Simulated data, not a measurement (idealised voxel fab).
process module | voxel transistor to metal
cross-section cut | 290 nm wide | cells 5 nm
A cross-section is a grid of square cells, given in bands from the top down. A band is one or more rows of cells.
Each band's line starts with the height of the band's top and of its bottom, in nm. Then come its materials from left to right, each with its width in nm. One material with "throughout" fills the band from edge to edge. "air" is empty space.
Height 0 is the level under which the wafer as received is all one material. The lowest band goes on downwards, as in "0 down".
A width such as "30 to 40" changes by the same amount from each row of cells to the next, from the band's top row to its bottom row.
"no change" after a step means that no cell of the cross-section changed.
closed voids: empty space of 8 cells or more with no open way to the top, each as width x height at its distance from the left edge, in nm
after a step's settings: what the simulator itself notes on the step
overlay nm, on a step with a mask: how far to the right of its planned place the mask lay; to the left if negative
plan
1 op RECEIVE | material Si
2 op OXIDIZE | depth nm 5
3 op CONFORMAL_DEP | material SiN | thk nm 15
4 op DIRECTIONAL_DEP | material aC | thk nm 10
5 op PATTERN | tone cover | mask id ACTIVE | material resist | width nm 115 | pitch nm 145 | thk nm 25 | overlay nm 0
6 op DIRECTIONAL_ETCH | etch materials aC | depth nm 10
7 op STRIP | etch materials resist
8 op DIRECTIONAL_ETCH | etch materials SiN | depth nm 15
9 op DIRECTIONAL_ETCH | etch materials SiO2 | depth nm 5
10 op DIRECTIONAL_ETCH | etch materials Si | depth nm 35
11 op STRIP | etch materials aC
12 op FILL_DEP | material SiO2 | thk nm 15
13 op CMP | height nm 15
14 op SELECTIVE_ETCH | etch materials SiO2 | depth nm 10
15 op STRIP | etch materials SiN
16 op SELECTIVE_ETCH | etch materials SiO2 | depth nm 5
17 op OXIDIZE | depth nm 5
18 op DIRECTIONAL_DEP | material polySi | thk nm 20
19 op DIRECTIONAL_DEP | material SiCN | thk nm 10
20 op DIRECTIONAL_DEP | material aC | thk nm 15
21 op PATTERN | tone cover | mask id GATE | material resist | width nm 35 | pitch nm 145 | thk nm 30 | overlay nm 0
22 op DIRECTIONAL_ETCH | etch materials aC | depth nm 15
23 op STRIP | etch materials resist
24 op DIRECTIONAL_ETCH | etch materials SiCN | depth nm 20
25 op DIRECTIONAL_ETCH | etch materials polySi | depth nm 30
26 op STRIP | etch materials aC
27 op CONFORMAL_DEP | material SiO2 | thk nm 5
28 op DIRECTIONAL_ETCH | etch materials SiO2 | depth nm 5
29 op CONFORMAL_DEP | material SiN | thk nm 5
30 op DIRECTIONAL_ETCH | etch materials SiN | depth nm 5
31 op DIRECTIONAL_ETCH | etch materials SiO2 | depth nm 5
32 op DIRECTIONAL_ETCH | etch materials Si | depth nm 10
33 op EPI | material SiGe | thk nm 10
34 op FILL_DEP | material SiO2 | thk nm 10
35 op CMP | height nm 15
36 op STRIP | etch materials polySi
37 op SELECTIVE_ETCH | etch materials SiO2 | depth nm 5
38 op CONFORMAL_DEP | material HfO2 | thk nm 5
39 op CONFORMAL_DEP | material TiN | thk nm 5
40 op FILL_DEP | material W | thk nm 5
41 op CMP | height nm 10
42 op DIRECTIONAL_DEP | material SiO2 | thk nm 10
43 op PATTERN | tone open | mask id CONTACT | material resist | width nm 20 | thk nm 20 | overlay nm 0
44 op DIRECTIONAL_ETCH | etch materials SiO2 | depth nm 30
45 op STRIP | etch materials resist
46 op CONFORMAL_DEP | material TiN | thk nm 5
47 op FILL_DEP | material Ru | thk nm 10
48 op CMP | height nm 20
49 op DIRECTIONAL_DEP | material TiN | thk nm 5
50 op DIRECTIONAL_DEP | material W | thk nm 25
51 op PATTERN | tone cover | mask id METAL_1 | material resist | width nm 20 | thk nm 15 | overlay nm 0
52 op DIRECTIONAL_ETCH | etch materials W | depth nm 25
53 op DIRECTIONAL_ETCH | etch materials TiN | depth nm 5
54 op STRIP | etch materials resist
55 op FILL_DEP | material lowk | thk nm 10
56 op CMP | height nm 50
57 op CONFORMAL_DEP | material SiCN | thk nm 5
58 op DIRECTIONAL_DEP | material SiO2 | thk nm 30
59 op MASKED_ETCH | tone open | mask id METAL_2 | width nm 20 | pitch nm 145 | etch materials SiO2 | depth nm 15 | overlay nm 0
60 op MASKED_ETCH | tone open | mask id METAL_2_HOLES | width nm 15 | pitch nm 145 | etch materials SiO2 | depth nm 15 | overlay nm 0
61 op MASKED_ETCH | tone open | mask id METAL_2_HOLES | width nm 15 | pitch nm 145 | etch materials SiCN | depth nm 5 | overlay nm 0
62 op CONFORMAL_DEP | material TiN | thk nm 5
63 op FILL_DEP | material Cu | thk nm 10
64 op CMP | height nm 85
65 op CONFORMAL_DEP | material SiN | thk nm 5
as received, after step 1
  0 down: Si throughout
  closed voids: none
first wafer at the end, as planned
  90 to 85: SiN throughout
  85 to 75: SiO2 20 | TiN 5 | Cu 10 | TiN 5 | SiO2 125 | TiN 5 | Cu 10 | TiN 5 | SiO2 105
  75 to 70: SiO2 20 | TiN 5 | Cu 5 | TiN 10 | SiO2 125 | TiN 5 | Cu 5 | TiN 10 | SiO2 105
  70 to 55: SiO2 20 | TiN 5 | Cu 5 | TiN 5 | SiO2 130 | TiN 5 | Cu 5 | TiN 5 | SiO2 110
  55 to 50: SiCN 20 | TiN 15 | SiCN 130 | TiN 15 | SiCN 110
  50 to 25: lowk 20 | W 20 | lowk 65 | W 20 | lowk 40 | W 20 | lowk 65 | W 20 | lowk 20
  25 to 20: lowk 20 | TiN 20 | lowk 65 | TiN 20 | lowk 40 | TiN 20 | lowk 65 | TiN 20 | lowk 20
  20 to 10: SiO2 20 | TiN 5 | Ru 10 | TiN 5 | SiO2 65 | TiN 5 | Ru 10 | TiN 5 | SiO2 40 | TiN 5 | Ru 10 | TiN 5 | SiO2 65 | TiN 5 | Ru 10 | TiN 5 | SiO2 20
  10 to 5: SiO2 20 | TiN 5 | Ru 10 | TiN 5 | SiO2 5 | SiN 5 | HfO2 5 | TiN 5 | W 25 | TiN 5 | HfO2 5 | SiN 5 | SiO2 5 | TiN 5 | Ru 10 | TiN 5 | SiO2 40 | TiN 5 | Ru 10 | TiN 5 | SiO2 5 | SiN 5 | HfO2 5 | TiN 5 | W 25 | TiN 5 | HfO2 5 | SiN 5 | SiO2 5 | TiN 5 | Ru 10 | TiN 5 | SiO2 20
  5 to 0: SiO2 20 | TiN 20 | SiO2 5 | SiN 5 | HfO2 5 | TiN 5 | W 25 | TiN 5 | HfO2 5 | SiN 5 | SiO2 5 | TiN 20 | SiO2 40 | TiN 20 | SiO2 5 | SiN 5 | HfO2 5 | TiN 5 | W 25 | TiN 5 | HfO2 5 | SiN 5 | SiO2 5 | TiN 20 | SiO2 20
  0 to -5: SiO2 15 | SiN 5 | SiGe 10 | TiN 5 | SiGe 10 | SiN 5 | HfO2 5 | TiN 35 | HfO2 5 | SiN 5 | SiGe 10 | TiN 5 | SiGe 10 | SiN 5 | SiO2 30 | SiN 5 | SiGe 10 | TiN 5 | SiGe 10 | SiN 5 | HfO2 5 | TiN 35 | HfO2 5 | SiN 5 | SiGe 10 | TiN 5 | SiGe 10 | SiN 5 | SiO2 15
  -5 to -10: SiO2 20 | SiGe 10 | TiN 5 | SiGe 10 | SiO2 5 | HfO2 45 | SiO2 5 | SiGe 10 | TiN 5 | SiGe 10 | SiO2 40 | SiGe 10 | TiN 5 | SiGe 10 | SiO2 5 | HfO2 45 | SiO2 5 | SiGe 10 | TiN 5 | SiGe 10 | SiO2 20
  -10 to -20: SiO2 15 | Si 5 | SiGe 25 | Si 55 | SiGe 25 | Si 5 | SiO2 30 | Si 5 | SiGe 25 | Si 55 | SiGe 25 | Si 5 | SiO2 15
  -20 to -40: SiO2 15 | Si 115 | SiO2 30 | Si 115 | SiO2 15
  -40 down: Si throughout
  closed voids: none
second wafer at the end: like start, like plan, one mistake
  90 to 85: SiN throughout
  85 to 75: SiO2 20 | TiN 5 | Cu 10 | TiN 5 | SiO2 125 | TiN 5 | Cu 10 | TiN 5 | SiO2 105
  75 to 70: SiO2 20 | TiN 5 | Cu 5 | TiN 10 | SiO2 125 | TiN 5 | Cu 5 | TiN 10 | SiO2 105
  70 to 55: SiO2 20 | TiN 5 | Cu 5 | TiN 5 | SiO2 130 | TiN 5 | Cu 5 | TiN 5 | SiO2 110
  55 to 50: SiCN 20 | TiN 15 | SiCN 130 | TiN 15 | SiCN 110
  50 to 40: lowk 20 | W 20 | lowk 65 | W 20 | lowk 40 | W 20 | lowk 65 | W 20 | lowk 20
  40 to 35: lowk 20 | TiN 20 | lowk 65 | TiN 20 | lowk 40 | TiN 20 | lowk 65 | TiN 20 | lowk 20
  35 to 25: Ru throughout
  25 to 20: TiN 25 | Ru 10 | TiN 75 | Ru 10 | TiN 50 | Ru 10 | TiN 75 | Ru 10 | TiN 25
  20 to 10: SiO2 20 | TiN 5 | Ru 10 | TiN 5 | SiO2 65 | TiN 5 | Ru 10 | TiN 5 | SiO2 40 | TiN 5 | Ru 10 | TiN 5 | SiO2 65 | TiN 5 | Ru 10 | TiN 5 | SiO2 20
  10 to 5: SiO2 20 | TiN 5 | Ru 10 | TiN 5 | SiO2 5 | SiN 5 | HfO2 5 | TiN 5 | W 25 | TiN 5 | HfO2 5 | SiN 5 | SiO2 5 | TiN 5 | Ru 10 | TiN 5 | SiO2 40 | TiN 5 | Ru 10 | TiN 5 | SiO2 5 | SiN 5 | HfO2 5 | TiN 5 | W 25 | TiN 5 | HfO2 5 | SiN 5 | SiO2 5 | TiN 5 | Ru 10 | TiN 5 | SiO2 20
  5 to 0: SiO2 20 | TiN 20 | SiO2 5 | SiN 5 | HfO2 5 | TiN 5 | W 25 | TiN 5 | HfO2 5 | SiN 5 | SiO2 5 | TiN 20 | SiO2 40 | TiN 20 | SiO2 5 | SiN 5 | HfO2 5 | TiN 5 | W 25 | TiN 5 | HfO2 5 | SiN 5 | SiO2 5 | TiN 20 | SiO2 20
  0 to -5: SiO2 15 | SiN 5 | SiGe 10 | TiN 5 | SiGe 10 | SiN 5 | HfO2 5 | TiN 35 | HfO2 5 | SiN 5 | SiGe 10 | TiN 5 | SiGe 10 | SiN 5 | SiO2 30 | SiN 5 | SiGe 10 | TiN 5 | SiGe 10 | SiN 5 | HfO2 5 | TiN 35 | HfO2 5 | SiN 5 | SiGe 10 | TiN 5 | SiGe 10 | SiN 5 | SiO2 15
  -5 to -10: SiO2 20 | SiGe 10 | TiN 5 | SiGe 10 | SiO2 5 | HfO2 45 | SiO2 5 | SiGe 10 | TiN 5 | SiGe 10 | SiO2 40 | SiGe 10 | TiN 5 | SiGe 10 | SiO2 5 | HfO2 45 | SiO2 5 | SiGe 10 | TiN 5 | SiGe 10 | SiO2 20
  -10 to -20: SiO2 15 | Si 5 | SiGe 25 | Si 55 | SiGe 25 | Si 5 | SiO2 30 | Si 5 | SiGe 25 | Si 55 | SiGe 25 | Si 5 | SiO2 15
  -20 to -40: SiO2 15 | Si 115 | SiO2 30 | Si 115 | SiO2 15
  -40 down: Si throughout
  closed voids: none
what went wrong: step 48 was left out
at the end the second wafer has, in cells: 124 more of Ru | 50 more of TiN | 48 fewer of W | 126 fewer of lowk
